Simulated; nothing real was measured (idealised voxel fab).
The process module presented herein is designated voxel wiring stack.
Shown is cross-section cut, with a width of 260 nm and square cells of size 5 nm.
The cross-sections in this document take the form of a grid made of square cells. They are written out as bands, in order from top to bottom. Each band consists of one or more rows of cells.
This entry defines a band. It first specifies the height of the band's top and the height of its bottom in nm, and then specifies the band's materials from left to right, stating each material with its width in nm. The word "full width" identifies a single material that fills the band from edge to edge, while the word "blank" identifies empty space.
Note: height 0 marks the level under which the wafer is uniformly one material as received. Lowest band unbounded below, written "from 0 down".
Graded width ("30->40"): value in top row of band = first number; value in bottom row = second number; row-to-row change constant.
Step note "no change occurred" = no cross-section cell changed.
If an empty space has no open way to the top and is at least 8 cells in size, "Trapped cavities" lists it, written width x height at distance, where distance is measured from the left edge and every value is in nm.
Heads up: the bit after the settings on a step's line is the simulator's remark on that step.
overlay nm: step with mask; distance mask lay right of planned place; negative value = left of planned place.
# Intended process steps
| 1 | RECEIVE | material Si |
| 2 | CONFORMAL_DEP | material SiO2 | thk nm 10 |
| 3 | DIRECTIONAL_DEP | material TiN | thk nm 5 |
| 4 | DIRECTIONAL_DEP | material Ru | thk nm 25 |
| 5 | DIRECTIONAL_DEP | material aC | thk nm 10 |
| 6 | PATTERN | tone cover | mask id METAL_1 | material resist | width nm 20 | pitch nm 50 | thk nm 25 | overlay nm 0 |
| 7 | DIRECTIONAL_ETCH | etch materials aC | depth nm 10 |
| 8 | STRIP | etch materials resist |
| 9 | DIRECTIONAL_ETCH | etch materials Ru | depth nm 25 |
| 10 | DIRECTIONAL_ETCH | etch materials TiN | depth nm 5 |
| 11 | STRIP | etch materials aC |
| 12 | CONFORMAL_DEP | material SiN | thk nm 5 |
| 13 | FILL_DEP | material lowk | thk nm 10 |
| 14 | CMP | height nm 40 |
| 15 | CONFORMAL_DEP | material SiCN | thk nm 5 |
| 16 | DIRECTIONAL_DEP | material lowk | thk nm 25 |
| 17 | MASKED_ETCH | tone open | mask id METAL_2_HOLES | width nm 15 | pitch nm 50 | etch materials lowk | depth nm 25 | overlay nm 0 |
| 18 | PATTERN | tone open | mask id METAL_2 | material resist | width nm 20 | pitch nm 50 | thk nm 20 | overlay nm 0 |
| 19 | DIRECTIONAL_ETCH | etch materials lowk | depth nm 15 |
| 20 | DIRECTIONAL_ETCH | etch materials SiCN | depth nm 5 |
| 21 | STRIP | etch materials resist |
| 22 | CONFORMAL_DEP | material TiN | thk nm 5 |
| 23 | FILL_DEP | material Ru | thk nm 5 |
| 24 | CMP | height nm 70 |
| 25 | CONFORMAL_DEP | material SiCN | thk nm 5 |
| 26 | DIRECTIONAL_DEP | material lowk | thk nm 35 |
| 27 | PATTERN | tone open | mask id METAL_3 | material resist | width nm 20 | pitch nm 50 | thk nm 20 | overlay nm 0 |
| 28 | DIRECTIONAL_ETCH | etch materials lowk | depth nm 20 |
| 29 | STRIP | etch materials resist |
| 30 | MASKED_ETCH | tone open | mask id METAL_3_HOLES | width nm 15 | pitch nm 50 | etch materials lowk | depth nm 15 | overlay nm 0 |
| 31 | MASKED_ETCH | tone open | mask id METAL_3_HOLES | width nm 15 | pitch nm 50 | etch materials SiCN | depth nm 5 | overlay nm 0 |
| 32 | CONFORMAL_DEP | material TiN | thk nm 5 |
| 33 | FILL_DEP | material Cu | thk nm 5 |
| 34 | CMP | height nm 110 |
| 35 | CONFORMAL_DEP | material SiCN | thk nm 5 |
# First of the two wafers, run per plan
# as received, after step 1
    from 0 down | Si full width
    Trapped cavities: none
# The following cross-section depicts the wafer upon completion of step 2
    from 10 to 0 | SiO2 full width
    below 0: unchanged
# The following cross-section depicts the wafer upon completion of step 3
    from 15 to 10 | TiN full width
    below 10: unchanged
# The following cross-section depicts the wafer upon completion of step 4
    from 40 to 15 | Ru full width
    below 15: unchanged
# The following cross-section depicts the wafer upon completion of step 5
    from 50 to 40 | aC full width
    below 40: unchanged
# The following cross-section depicts the wafer upon completion of step 6
    from 75 to 50 | blank 45; resist 20; blank 30; resist 20; blank 30; resist 20; blank 30; resist 20; blank 45
    below 50: unchanged
# The following cross-section depicts the wafer upon completion of step 7
    from 65 to 50 | blank 45; resist 20; blank 30; resist 20; blank 30; resist 20; blank 30; resist 20; blank 45
    from 50 to 40 | blank 45; aC 20; blank 30; aC 20; blank 30; aC 20; blank 30; aC 20; blank 45
    below 40: unchanged
# The following cross-section depicts the wafer upon completion of step 8
    from 50 to 40 | blank 45; aC 20; blank 30; aC 20; blank 30; aC 20; blank 30; aC 20; blank 45
    below 40: unchanged
# The following cross-section depicts the wafer upon completion of step 9
    from 50 to 40 | blank 45; aC 20; blank 30; aC 20; blank 30; aC 20; blank 30; aC 20; blank 45
    from 40 to 15 | blank 45; Ru 20; blank 30; Ru 20; blank 30; Ru 20; blank 30; Ru 20; blank 45
    below 15: unchanged
# The following cross-section depicts the wafer upon completion of step 10
    from 50 to 40 | blank 45; aC 20; blank 30; aC 20; blank 30; aC 20; blank 30; aC 20; blank 45
    from 40 to 15 | blank 45; Ru 20; blank 30; Ru 20; blank 30; Ru 20; blank 30; Ru 20; blank 45
    from 15 to 10 | blank 45; TiN 20; blank 30; TiN 20; blank 30; TiN 20; blank 30; TiN 20; blank 45
    below 10: unchanged
# The following cross-section depicts the wafer upon completion of step 11
    from 40 to 15 | blank 45; Ru 20; blank 30; Ru 20; blank 30; Ru 20; blank 30; Ru 20; blank 45
    below 15: unchanged
# The following cross-section depicts the wafer upon completion of step 12
    from 45 to 40 | blank 40; SiN 30; blank 20; SiN 30; blank 20; SiN 30; blank 20; SiN 30; blank 40
    from 40 to 15 | blank 40; SiN 5; Ru 20; SiN 5; blank 20; SiN 5; Ru 20; SiN 5; blank 20; SiN 5; Ru 20; SiN 5; blank 20; SiN 5; Ru 20; SiN 5; blank 40
    from 15 to 10 | SiN 45; TiN 20; SiN 30; TiN 20; SiN 30; TiN 20; SiN 30; TiN 20; SiN 45
    below 10: unchanged
# The following cross-section depicts the wafer upon completion of step 13
    from 55 to 45 | lowk full width
    from 45 to 40 | lowk 40; SiN 30; lowk 20; SiN 30; lowk 20; SiN 30; lowk 20; SiN 30; lowk 40
    from 40 to 15 | lowk 40; SiN 5; Ru 20; SiN 5; lowk 20; SiN 5; Ru 20; SiN 5; lowk 20; SiN 5; Ru 20; SiN 5; lowk 20; SiN 5; Ru 20; SiN 5; lowk 40
    below 15: unchanged
# The following cross-section depicts the wafer upon completion of step 14
    from 40 to 15 | lowk 40; SiN 5; Ru 20; SiN 5; lowk 20; SiN 5; Ru 20; SiN 5; lowk 20; SiN 5; Ru 20; SiN 5; lowk 20; SiN 5; Ru 20; SiN 5; lowk 40
    below 15: unchanged
# The following cross-section depicts the wafer upon completion of step 15
    from 45 to 40 | SiCN full width
    below 40: unchanged
# The following cross-section depicts the wafer upon completion of step 16
    from 70 to 45 | lowk full width
    below 45: unchanged
# The following cross-section depicts the wafer upon completion of step 17
    from 70 to 45 | lowk 45; blank 15; lowk 35; blank 15; lowk 35; blank 15; lowk 35; blank 15; lowk 50
    below 45: unchanged
# The following cross-section depicts the wafer upon completion of step 18
    from 90 to 70 | resist 45; blank 20; resist 30; blank 20; resist 30; blank 20; resist 30; blank 20; resist 45
    below 70: unchanged
# The following cross-section depicts the wafer upon completion of step 19
    from 90 to 70 | resist 45; blank 20; resist 30; blank 20; resist 30; blank 20; resist 30; blank 20; resist 45
    from 70 to 55 | lowk 45; blank 20; lowk 30; blank 20; lowk 30; blank 20; lowk 30; blank 20; lowk 45
    below 55: unchanged
# The following cross-section depicts the wafer upon completion of step 20
    from 90 to 70 | resist 45; blank 20; resist 30; blank 20; resist 30; blank 20; resist 30; blank 20; resist 45
    from 70 to 55 | lowk 45; blank 20; lowk 30; blank 20; lowk 30; blank 20; lowk 30; blank 20; lowk 45
    from 55 to 45 | lowk 45; blank 15; lowk 35; blank 15; lowk 35; blank 15; lowk 35; blank 15; lowk 50
    from 45 to 40 | SiCN 45; blank 15; SiCN 35; blank 15; SiCN 35; blank 15; SiCN 35; blank 15; SiCN 50
    below 40: unchanged
# The following cross-section depicts the wafer upon completion of step 21
    from 70 to 55 | lowk 45; blank 20; lowk 30; blank 20; lowk 30; blank 20; lowk 30; blank 20; lowk 45
    below 55: unchanged
# The following cross-section depicts the wafer upon completion of step 22
    from 75 to 70 | TiN 50; blank 10; TiN 40; blank 10; TiN 40; blank 10; TiN 40; blank 10; TiN 50
    from 70 to 60 | lowk 45; TiN 5; blank 10; TiN 5; lowk 30; TiN 5; blank 10; TiN 5; lowk 30; TiN 5; blank 10; TiN 5; lowk 30; TiN 5; blank 10; TiN 5; lowk 45
    from 60 to 55 | lowk 45; TiN 5; blank 5; TiN 10; lowk 30; TiN 5; blank 5; TiN 10; lowk 30; TiN 5; blank 5; TiN 10; lowk 30; TiN 5; blank 5; TiN 10; lowk 45
    from 55 to 45 | lowk 45; TiN 5; blank 5; TiN 5; lowk 35; TiN 5; blank 5; TiN 5; lowk 35; TiN 5; blank 5; TiN 5; lowk 35; TiN 5; blank 5; TiN 5; lowk 50
    from 45 to 40 | SiCN 45; TiN 15; SiCN 35; TiN 15; SiCN 35; TiN 15; SiCN 35; TiN 15; SiCN 50
    below 40: unchanged
# The following cross-section depicts the wafer upon completion of step 23
    from 80 to 75 | Ru full width
    from 75 to 70 | TiN 50; Ru 10; TiN 40; Ru 10; TiN 40; Ru 10; TiN 40; Ru 10; TiN 50
    from 70 to 60 | lowk 45; TiN 5; Ru 10; TiN 5; lowk 30; TiN 5; Ru 10; TiN 5; lowk 30; TiN 5; Ru 10; TiN 5; lowk 30; TiN 5; Ru 10; TiN 5; lowk 45
    from 60 to 55 | lowk 45; TiN 5; Ru 5; TiN 10; lowk 30; TiN 5; Ru 5; TiN 10; lowk 30; TiN 5; Ru 5; TiN 10; lowk 30; TiN 5; Ru 5; TiN 10; lowk 45
    from 55 to 45 | lowk 45; TiN 5; Ru 5; TiN 5; lowk 35; TiN 5; Ru 5; TiN 5; lowk 35; TiN 5; Ru 5; TiN 5; lowk 35; TiN 5; Ru 5; TiN 5; lowk 50
    below 45: unchanged
# The following cross-section depicts the wafer upon completion of step 24
    from 70 to 60 | lowk 45; TiN 5; Ru 10; TiN 5; lowk 30; TiN 5; Ru 10; TiN 5; lowk 30; TiN 5; Ru 10; TiN 5; lowk 30; TiN 5; Ru 10; TiN 5; lowk 45
    below 60: unchanged
# The following cross-section depicts the wafer upon completion of step 25
    from 75 to 70 | SiCN full width
    below 70: unchanged
# The following cross-section depicts the wafer upon completion of step 26
    from 110 to 75 | lowk full width
    below 75: unchanged
# The following cross-section depicts the wafer upon completion of step 27
    from 130 to 110 | resist 45; blank 20; resist 30; blank 20; resist 30; blank 20; resist 30; blank 20; resist 45
    below 110: unchanged
# The following cross-section depicts the wafer upon completion of step 28
    from 130 to 110 | resist 45; blank 20; resist 30; blank 20; resist 30; blank 20; resist 30; blank 20; resist 45
    from 110 to 90 | lowk 45; blank 20; lowk 30; blank 20; lowk 30; blank 20; lowk 30; blank 20; lowk 45
    below 90: unchanged
# The following cross-section depicts the wafer upon completion of step 29
    from 110 to 90 | lowk 45; blank 20; lowk 30; blank 20; lowk 30; blank 20; lowk 30; blank 20; lowk 45
    below 90: unchanged
# The following cross-section depicts the wafer upon completion of step 30
    from 110 to 90 | lowk 45; blank 20; lowk 30; blank 20; lowk 30; blank 20; lowk 30; blank 20; lowk 45
    from 90 to 75 | lowk 45; blank 15; lowk 35; blank 15; lowk 35; blank 15; lowk 35; blank 15; lowk 50
    below 75: unchanged
# The following cross-section depicts the wafer upon completion of step 31
    from 110 to 90 | lowk 45; blank 20; lowk 30; blank 20; lowk 30; blank 20; lowk 30; blank 20; lowk 45
    from 90 to 75 | lowk 45; blank 15; lowk 35; blank 15; lowk 35; blank 15; lowk 35; blank 15; lowk 50
    from 75 to 70 | SiCN 45; blank 15; SiCN 35; blank 15; SiCN 35; blank 15; SiCN 35; blank 15; SiCN 50
    below 70: unchanged
# The following cross-section depicts the wafer upon completion of step 32
    from 115 to 110 | TiN 50; blank 10; TiN 40; blank 10; TiN 40; blank 10; TiN 40; blank 10; TiN 50
    from 110 to 95 | lowk 45; TiN 5; blank 10; TiN 5; lowk 30; TiN 5; blank 10; TiN 5; lowk 30; TiN 5; blank 10; TiN 5; lowk 30; TiN 5; blank 10; TiN 5; lowk 45
    from 95 to 90 | lowk 45; TiN 5; blank 5; TiN 10; lowk 30; TiN 5; blank 5; TiN 10; lowk 30; TiN 5; blank 5; TiN 10; lowk 30; TiN 5; blank 5; TiN 10; lowk 45
    from 90 to 75 | lowk 45; TiN 5; blank 5; TiN 5; lowk 35; TiN 5; blank 5; TiN 5; lowk 35; TiN 5; blank 5; TiN 5; lowk 35; TiN 5; blank 5; TiN 5; lowk 50
    from 75 to 70 | SiCN 45; TiN 15; SiCN 35; TiN 15; SiCN 35; TiN 15; SiCN 35; TiN 15; SiCN 50
    below 70: unchanged
# The following cross-section depicts the wafer upon completion of step 33
    from 120 to 115 | Cu full width
    from 115 to 110 | TiN 50; Cu 10; TiN 40; Cu 10; TiN 40; Cu 10; TiN 40; Cu 10; TiN 50
    from 110 to 95 | lowk 45; TiN 5; Cu 10; TiN 5; lowk 30; TiN 5; Cu 10; TiN 5; lowk 30; TiN 5; Cu 10; TiN 5; lowk 30; TiN 5; Cu 10; TiN 5; lowk 45
    from 95 to 90 | lowk 45; TiN 5; Cu 5; TiN 10; lowk 30; TiN 5; Cu 5; TiN 10; lowk 30; TiN 5; Cu 5; TiN 10; lowk 30; TiN 5; Cu 5; TiN 10; lowk 45
    from 90 to 75 | lowk 45; TiN 5; Cu 5; TiN 5; lowk 35; TiN 5; Cu 5; TiN 5; lowk 35; TiN 5; Cu 5; TiN 5; lowk 35; TiN 5; Cu 5; TiN 5; lowk 50
    below 75: unchanged
# The following cross-section depicts the wafer upon completion of step 34
    from 110 to 95 | lowk 45; TiN 5; Cu 10; TiN 5; lowk 30; TiN 5; Cu 10; TiN 5; lowk 30; TiN 5; Cu 10; TiN 5; lowk 30; TiN 5; Cu 10; TiN 5; lowk 45
    below 95: unchanged
# The following cross-section depicts the wafer upon completion of step 35
    from 115 to 110 | SiCN full width
    below 110: unchanged
# Second wafer, same starting conditions and recipe as the first, one mistake in executing it, nothing differs from the first up to and including step 1
# Cross-sectional view of the second wafer at the intended end time of process step 2
    from 5 to 0 | TiN full width
    below 0: unchanged
# Cross-sectional view of the second wafer at the intended end time of process step 3
    from 15 to 5 | SiO2 full width
    below 5: unchanged
# Cross-sectional view of the second wafer at the intended end time of process step 4
    from 40 to 15 | Ru full width
    below 15: unchanged
# Cross-sectional view of the second wafer at the intended end time of process step 5
    from 50 to 40 | aC full width
    below 40: unchanged
# Cross-sectional view of the second wafer at the intended end time of process step 6
    from 75 to 50 | blank 45; resist 20; blank 30; resist 20; blank 30; resist 20; blank 30; resist 20; blank 45
    below 50: unchanged
# Cross-sectional view of the second wafer at the intended end time of process step 7
    from 65 to 50 | blank 45; resist 20; blank 30; resist 20; blank 30; resist 20; blank 30; resist 20; blank 45
    from 50 to 40 | blank 45; aC 20; blank 30; aC 20; blank 30; aC 20; blank 30; aC 20; blank 45
    below 40: unchanged
# Cross-sectional view of the second wafer at the intended end time of process step 8
    from 50 to 40 | blank 45; aC 20; blank 30; aC 20; blank 30; aC 20; blank 30; aC 20; blank 45
    below 40: unchanged
# Cross-sectional view of the second wafer at the intended end time of process step 9
    from 50 to 40 | blank 45; aC 20; blank 30; aC 20; blank 30; aC 20; blank 30; aC 20; blank 45
    from 40 to 15 | blank 45; Ru 20; blank 30; Ru 20; blank 30; Ru 20; blank 30; Ru 20; blank 45
    below 15: unchanged
Cross-sectional view of the second wafer at the intended end time of process step 10: no change occurred
# Cross-sectional view of the second wafer at the intended end time of process step 11
    from 40 to 15 | blank 45; Ru 20; blank 30; Ru 20; blank 30; Ru 20; blank 30; Ru 20; blank 45
    below 15: unchanged
# Cross-sectional view of the second wafer at the intended end time of process step 12
    from 45 to 40 | blank 40; SiN 30; blank 20; SiN 30; blank 20; SiN 30; blank 20; SiN 30; blank 40
    from 40 to 20 | blank 40; SiN 5; Ru 20; SiN 5; blank 20; SiN 5; Ru 20; SiN 5; blank 20; SiN 5; Ru 20; SiN 5; blank 20; SiN 5; Ru 20; SiN 5; blank 40
    from 20 to 15 | SiN 45; Ru 20; SiN 30; Ru 20; SiN 30; Ru 20; SiN 30; Ru 20; SiN 45
    below 15: unchanged
# Cross-sectional view of the second wafer at the intended end time of process step 13
    from 55 to 45 | lowk full width
    from 45 to 40 | lowk 40; SiN 30; lowk 20; SiN 30; lowk 20; SiN 30; lowk 20; SiN 30; lowk 40
    from 40 to 20 | lowk 40; SiN 5; Ru 20; SiN 5; lowk 20; SiN 5; Ru 20; SiN 5; lowk 20; SiN 5; Ru 20; SiN 5; lowk 20; SiN 5; Ru 20; SiN 5; lowk 40
    below 20: unchanged
# Cross-sectional view of the second wafer at the intended end time of process step 14
    from 40 to 20 | lowk 40; SiN 5; Ru 20; SiN 5; lowk 20; SiN 5; Ru 20; SiN 5; lowk 20; SiN 5; Ru 20; SiN 5; lowk 20; SiN 5; Ru 20; SiN 5; lowk 40
    below 20: unchanged
# Cross-sectional view of the second wafer at the intended end time of process step 15
    from 45 to 40 | SiCN full width
    below 40: unchanged
# Cross-sectional view of the second wafer at the intended end time of process step 16
    from 70 to 45 | lowk full width
    below 45: unchanged
# Cross-sectional view of the second wafer at the intended end time of process step 17
    from 70 to 45 | lowk 45; blank 15; lowk 35; blank 15; lowk 35; blank 15; lowk 35; blank 15; lowk 50
    below 45: unchanged
# Cross-sectional view of the second wafer at the intended end time of process step 18
    from 90 to 70 | resist 45; blank 20; resist 30; blank 20; resist 30; blank 20; resist 30; blank 20; resist 45
    below 70: unchanged
# Cross-sectional view of the second wafer at the intended end time of process step 19
    from 90 to 70 | resist 45; blank 20; resist 30; blank 20; resist 30; blank 20; resist 30; blank 20; resist 45
    from 70 to 55 | lowk 45; blank 20; lowk 30; blank 20; lowk 30; blank 20; lowk 30; blank 20; lowk 45
    below 55: unchanged
# Cross-sectional view of the second wafer at the intended end time of process step 20
    from 90 to 70 | resist 45; blank 20; resist 30; blank 20; resist 30; blank 20; resist 30; blank 20; resist 45
    from 70 to 55 | lowk 45; blank 20; lowk 30; blank 20; lowk 30; blank 20; lowk 30; blank 20; lowk 45
    from 55 to 45 | lowk 45; blank 15; lowk 35; blank 15; lowk 35; blank 15; lowk 35; blank 15; lowk 50
    from 45 to 40 | SiCN 45; blank 15; SiCN 35; blank 15; SiCN 35; blank 15; SiCN 35; blank 15; SiCN 50
    below 40: unchanged
# Cross-sectional view of the second wafer at the intended end time of process step 21
    from 70 to 55 | lowk 45; blank 20; lowk 30; blank 20; lowk 30; blank 20; lowk 30; blank 20; lowk 45
    below 55: unchanged
# Cross-sectional view of the second wafer at the intended end time of process step 22
    from 75 to 70 | TiN 50; blank 10; TiN 40; blank 10; TiN 40; blank 10; TiN 40; blank 10; TiN 50
    from 70 to 60 | lowk 45; TiN 5; blank 10; TiN 5; lowk 30; TiN 5; blank 10; TiN 5; lowk 30; TiN 5; blank 10; TiN 5; lowk 30; TiN 5; blank 10; TiN 5; lowk 45
    from 60 to 55 | lowk 45; TiN 5; blank 5; TiN 10; lowk 30; TiN 5; blank 5; TiN 10; lowk 30; TiN 5; blank 5; TiN 10; lowk 30; TiN 5; blank 5; TiN 10; lowk 45
    from 55 to 45 | lowk 45; TiN 5; blank 5; TiN 5; lowk 35; TiN 5; blank 5; TiN 5; lowk 35; TiN 5; blank 5; TiN 5; lowk 35; TiN 5; blank 5; TiN 5; lowk 50
    from 45 to 40 | SiCN 45; TiN 15; SiCN 35; TiN 15; SiCN 35; TiN 15; SiCN 35; TiN 15; SiCN 50
    below 40: unchanged
# Cross-sectional view of the second wafer at the intended end time of process step 23
    from 80 to 75 | Ru full width
    from 75 to 70 | TiN 50; Ru 10; TiN 40; Ru 10; TiN 40; Ru 10; TiN 40; Ru 10; TiN 50
    from 70 to 60 | lowk 45; TiN 5; Ru 10; TiN 5; lowk 30; TiN 5; Ru 10; TiN 5; lowk 30; TiN 5; Ru 10; TiN 5; lowk 30; TiN 5; Ru 10; TiN 5; lowk 45
    from 60 to 55 | lowk 45; TiN 5; Ru 5; TiN 10; lowk 30; TiN 5; Ru 5; TiN 10; lowk 30; TiN 5; Ru 5; TiN 10; lowk 30; TiN 5; Ru 5; TiN 10; lowk 45
    from 55 to 45 | lowk 45; TiN 5; Ru 5; TiN 5; lowk 35; TiN 5; Ru 5; TiN 5; lowk 35; TiN 5; Ru 5; TiN 5; lowk 35; TiN 5; Ru 5; TiN 5; lowk 50
    below 45: unchanged
# Cross-sectional view of the second wafer at the intended end time of process step 24
    from 70 to 60 | lowk 45; TiN 5; Ru 10; TiN 5; lowk 30; TiN 5; Ru 10; TiN 5; lowk 30; TiN 5; Ru 10; TiN 5; lowk 30; TiN 5; Ru 10; TiN 5; lowk 45
    below 60: unchanged
# Cross-sectional view of the second wafer at the intended end time of process step 25
    from 75 to 70 | SiCN full width
    below 70: unchanged
# Cross-sectional view of the second wafer at the intended end time of process step 26
    from 110 to 75 | lowk full width
    below 75: unchanged
# Cross-sectional view of the second wafer at the intended end time of process step 27
    from 130 to 110 | resist 45; blank 20; resist 30; blank 20; resist 30; blank 20; resist 30; blank 20; resist 45
    below 110: unchanged
# Cross-sectional view of the second wafer at the intended end time of process step 28
    from 130 to 110 | resist 45; blank 20; resist 30; blank 20; resist 30; blank 20; resist 30; blank 20; resist 45
    from 110 to 90 | lowk 45; blank 20; lowk 30; blank 20; lowk 30; blank 20; lowk 30; blank 20; lowk 45
    below 90: unchanged
# Cross-sectional view of the second wafer at the intended end time of process step 29
    from 110 to 90 | lowk 45; blank 20; lowk 30; blank 20; lowk 30; blank 20; lowk 30; blank 20; lowk 45
    below 90: unchanged
# Cross-sectional view of the second wafer at the intended end time of process step 30
    from 110 to 90 | lowk 45; blank 20; lowk 30; blank 20; lowk 30; blank 20; lowk 30; blank 20; lowk 45
    from 90 to 75 | lowk 45; blank 15; lowk 35; blank 15; lowk 35; blank 15; lowk 35; blank 15; lowk 50
    below 75: unchanged
# Cross-sectional view of the second wafer at the intended end time of process step 31
    from 110 to 90 | lowk 45; blank 20; lowk 30; blank 20; lowk 30; blank 20; lowk 30; blank 20; lowk 45
    from 90 to 75 | lowk 45; blank 15; lowk 35; blank 15; lowk 35; blank 15; lowk 35; blank 15; lowk 50
    from 75 to 70 | SiCN 45; blank 15; SiCN 35; blank 15; SiCN 35; blank 15; SiCN 35; blank 15; SiCN 50
    below 70: unchanged
# Cross-sectional view of the second wafer at the intended end time of process step 32
    from 115 to 110 | TiN 50; blank 10; TiN 40; blank 10; TiN 40; blank 10; TiN 40; blank 10; TiN 50
    from 110 to 95 | lowk 45; TiN 5; blank 10; TiN 5; lowk 30; TiN 5; blank 10; TiN 5; lowk 30; TiN 5; blank 10; TiN 5; lowk 30; TiN 5; blank 10; TiN 5; lowk 45
    from 95 to 90 | lowk 45; TiN 5; blank 5; TiN 10; lowk 30; TiN 5; blank 5; TiN 10; lowk 30; TiN 5; blank 5; TiN 10; lowk 30; TiN 5; blank 5; TiN 10; lowk 45
    from 90 to 75 | lowk 45; TiN 5; blank 5; TiN 5; lowk 35; TiN 5; blank 5; TiN 5; lowk 35; TiN 5; blank 5; TiN 5; lowk 35; TiN 5; blank 5; TiN 5; lowk 50
    from 75 to 70 | SiCN 45; TiN 15; SiCN 35; TiN 15; SiCN 35; TiN 15; SiCN 35; TiN 15; SiCN 50
    below 70: unchanged
# Cross-sectional view of the second wafer at the intended end time of process step 33
    from 120 to 115 | Cu full width
    from 115 to 110 | TiN 50; Cu 10; TiN 40; Cu 10; TiN 40; Cu 10; TiN 40; Cu 10; TiN 50
    from 110 to 95 | lowk 45; TiN 5; Cu 10; TiN 5; lowk 30; TiN 5; Cu 10; TiN 5; lowk 30; TiN 5; Cu 10; TiN 5; lowk 30; TiN 5; Cu 10; TiN 5; lowk 45
    from 95 to 90 | lowk 45; TiN 5; Cu 5; TiN 10; lowk 30; TiN 5; Cu 5; TiN 10; lowk 30; TiN 5; Cu 5; TiN 10; lowk 30; TiN 5; Cu 5; TiN 10; lowk 45
    from 90 to 75 | lowk 45; TiN 5; Cu 5; TiN 5; lowk 35; TiN 5; Cu 5; TiN 5; lowk 35; TiN 5; Cu 5; TiN 5; lowk 35; TiN 5; Cu 5; TiN 5; lowk 50
    below 75: unchanged
# Cross-sectional view of the second wafer at the intended end time of process step 34
    from 110 to 95 | lowk 45; TiN 5; Cu 10; TiN 5; lowk 30; TiN 5; Cu 10; TiN 5; lowk 30; TiN 5; Cu 10; TiN 5; lowk 30; TiN 5; Cu 10; TiN 5; lowk 45
    below 95: unchanged
# Cross-sectional view of the second wafer at the intended end time of process step 35
    from 115 to 110 | SiCN full width
    below 110: unchanged
Against the plan, the run slipped here: steps 2 and 3 of the plan were run in the wrong order, each in the other's place
End of process, cell counts, second wafer against first, materials with more or fewer: SiN: 8 fewer; TiN: 36 more; lowk: 28 fewer
